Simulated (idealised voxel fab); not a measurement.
The following process module bears the name voxel self aligned contacts.
Pictured: cross-section cut, 200 nm wide, on a grid of 5 nm square cells.
Square cells in a grid make up a cross-section in this document, and the grid is given as bands, listed from the top down, each one or more rows of cells. What a band's entry tells you: where the top is and where the bottom is, as heights in nm, and after that what lies inside, material by material from left to right, each with its width in nm. Empty space is written as the word "blank", and a single material marked with the word "edge to edge" occupies the band from edge to edge. The level at which height equals 0 is the one under which the wafer, as it arrives, is entirely one material. No lower edge exists for the bottom band, which continues downward and is notated as in "0 nm and below". A width given as "30 to 40" starts at the first number in the band's top row and ends at the second number in its bottom row, shifting by an equal amount at every step from row to row. Where a step carries "no change occurred", the cross-section came out of it unchanged, cell for cell. The label "Enclosed void catalog" introduces a list of the empty spaces, 8 cells or larger, that have no open way up to the top; each entry in it reads width x height at distance, where the distance is taken from the left edge and all three are stated in nm. Anything after a step's settings on that line? It's the simulator's own note about the step. Among the settings permitted on a step's line is "overlay nm"; applied to a step with a mask, it specifies the extent to which the mask lay to the right of its planned position, whereas a negative figure signifies a position to the left.

plan:
1,RECEIVE (material Si)
2,OXIDIZE (depth nm 5)
3,DIRECTIONAL_DEP (material polySi; thk nm 25)
4,DIRECTIONAL_DEP (material SiN; thk nm 20)
5,DIRECTIONAL_DEP (material aC; thk nm 10)
6,PATTERN (tone cover; mask id GATE; material resist; width nm 30; pitch nm 65; thk nm 30; overlay nm 0)
7,DIRECTIONAL_ETCH (etch materials aC; depth nm 10)
8,STRIP (etch materials resist)
9,DIRECTIONAL_ETCH (etch materials SiN; depth nm 20)
10,DIRECTIONAL_ETCH (etch materials polySi; depth nm 25)
11,STRIP (etch materials aC)
12,CONFORMAL_DEP (material SiN; thk nm 10)
13,DIRECTIONAL_ETCH (etch materials SiN; depth nm 10)
14,FILL_DEP (material SiO2; thk nm 15)
15,CMP (height nm 55)
16,DIRECTIONAL_DEP (material aC; thk nm 15)
17,PATTERN (tone open; mask id CONTACT; material resist; width nm 35; thk nm 30; overlay nm 0)
18,DIRECTIONAL_ETCH (etch materials aC; depth nm 15)
19,STRIP (etch materials resist)
20,DIRECTIONAL_ETCH (etch materials SiO2; depth nm 60)
21,STRIP (etch materials aC)
22,CONFORMAL_DEP (material TiN; thk nm 5)
23,FILL_DEP (material Ru; thk nm 5)
24,CMP (height nm 55)
25,CONFORMAL_DEP (material SiCN; thk nm 5)
Across this set of wafers, the varied parameter is the width nm of step 17. Starting conditions are identical for every wafer, and the plan reports the value assigned to the first wafer.

Cut through the first of several wafers as received, post step 1:
    0 nm and below  Si edge to edge
    Enclosed void catalog: none

First of several wafers, sectioned at end of module (last step: step 25):
    60 nm to 55 nm  SiCN edge to edge
    55 nm to 45 nm  80 of SiO2; 5 to 15 of TiN; 25 to 5 of Ru; 5 to 15 of TiN; 85 of SiO2
    45 nm to 25 nm  40 of SiO2; 50 of SiN; 5 of TiN; 5 of Ru; 5 of TiN; 50 of SiN; 45 of SiO2
    25 nm to 0 nm  40 of SiO2; 10 of SiN; 30 of polySi; 10 of SiN; 5 of TiN; 5 of Ru; 5 of TiN; 10 of SiN; 30 of polySi; 10 of SiN; 45 of SiO2
    0 nm to -5 nm  90 of SiO2; 15 of TiN; 95 of SiO2
    -5 nm and below  Si edge to edge
    Enclosed void catalog: none

Here we cross-sectioned the last of the wafers once the module was done:
    60 nm to 55 nm  SiCN edge to edge
    55 nm to 45 nm  70 of SiO2; 5 to 25 of TiN; 50 to 5 of Ru; 5 to 30 of TiN; 70 of SiO2
    45 nm to 25 nm  40 of SiO2; 50 of SiN; 5 of TiN; 5 of Ru; 5 of TiN; 50 of SiN; 45 of SiO2
    25 nm to 0 nm  40 of SiO2; 10 of SiN; 30 of polySi; 10 of SiN; 5 of TiN; 5 of Ru; 5 of TiN; 10 of SiN; 30 of polySi; 10 of SiN; 45 of SiO2
    0 nm to -5 nm  90 of SiO2; 15 of TiN; 95 of SiO2
    -5 nm and below  Si edge to edge
    Enclosed void catalog: none

The table below has one row for each wafer; a row shows, as of the end of the module, how many cells of each material the wafer has gained, marked (+), or lost, marked (-), since it was received, and then the wafer's closed voids:
width nm 35; +15 Ru; -40 Si; +40 SiCN; +120 SiN; +256 SiO2; +29 TiN; +60 polySi; Enclosed void catalog: none
width nm 40; +16 Ru; -40 Si; +40 SiCN; +120 SiN; +254 SiO2; +30 TiN; +60 polySi; Enclosed void catalog: none
width nm 45; +17 Ru; -40 Si; +40 SiCN; +120 SiN; +252 SiO2; +31 TiN; +60 polySi; Enclosed void catalog: none
width nm 50; +18 Ru; -40 Si; +40 SiCN; +120 SiN; +250 SiO2; +32 TiN; +60 polySi; Enclosed void catalog: none
width nm 55; +19 Ru; -40 Si; +40 SiCN; +120 SiN; +248 SiO2; +33 TiN; +60 polySi; Enclosed void catalog: none
width nm 60; +20 Ru; -40 Si; +40 SiCN; +120 SiN; +246 SiO2; +34 TiN; +60 polySi; Enclosed void catalog: none
